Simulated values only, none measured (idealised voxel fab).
process module | voxel released beams
Xsec cut, 300 nm wide, square cell size 5 nm.
We lay out every cross-section as a grid of square cells and spell it out in bands from the top down, where one band means one or more rows of cells. Top height, bottom height, nm. Materials left to right, width each, nm. Single material + "throughout" = fills band edge to edge. "empty" = empty. Basically, 0 is our baseline, since under it the wafer straight out of the box is all one material. The bottom band has no lower end and keeps on going down, so it looks like "top 0, no bottom". A width such as "30 to 40" changes by the same amount from each row of cells to the next, from the band's top row to its bottom row. Step marked "nothing altered"? Then no cell in the cross-section changed in it. In the "Fully enclosed voids" entry, you get each enclosed empty space of 8 cells or more, one with no open way to the top, written width x height at distance, distance from the left edge, in nm. On each step's line, the part that comes after the settings is the simulator's own comment on the step. A step's line can hold "overlay nm"; with a mask on that step, the setting says how far right of the planned place the mask lay, while a negative setting says it lay to the left.

-- The process steps that were planned are listed below
1: RECEIVE, material Si
2: CONFORMAL_DEP, material SiN, thk nm 5
3: DIRECTIONAL_DEP, material SiO2, thk nm 10
4: DIRECTIONAL_DEP, material aC, thk nm 10
5: PATTERN, tone open, mask id ANCHOR, material resist, width nm 30, thk nm 25, overlay nm 0
6: DIRECTIONAL_ETCH, etch materials aC, depth nm 10
7: STRIP, etch materials resist
8: DIRECTIONAL_ETCH, etch materials SiO2, depth nm 10
9: STRIP, etch materials aC
10: CONFORMAL_DEP, material W, thk nm 15
11: DIRECTIONAL_DEP, material aC, thk nm 15
12: PATTERN, tone cover, mask id BEAM, material resist, width nm 90, thk nm 30, overlay nm 0
13: DIRECTIONAL_ETCH, etch materials aC, depth nm 15
14: STRIP, etch materials resist
15: DIRECTIONAL_ETCH, etch materials W, depth nm 15
16: STRIP, etch materials aC
17: STRIP, etch materials SiO2
For clarity, it should be stated that the wafers under discussion commence in an identical condition and differ with respect to the width nm of step 5, the plan indicating the value that the first wafer had.

-- Incoming state of the first of several wafers in cross-section: after step 1
> top 0, no bottom | Si throughout
> Fully enclosed voids: none

-- Rows = wafers. At module end, each row lists per material the cells gained (+) or lost (-) since the wafer was received, then the closed voids
width nm 30, +60 SiN, +66 W, Fully enclosed voids: none
width nm 35, +60 SiN, +66 W, Fully enclosed voids: none
width nm 40, +60 SiN, +66 W, Fully enclosed voids: none
width nm 45, +60 SiN, +66 W, Fully enclosed voids: none
width nm 50, +60 SiN, +66 W, Fully enclosed voids: none
width nm 55, +60 SiN, +66 W, Fully enclosed voids: none
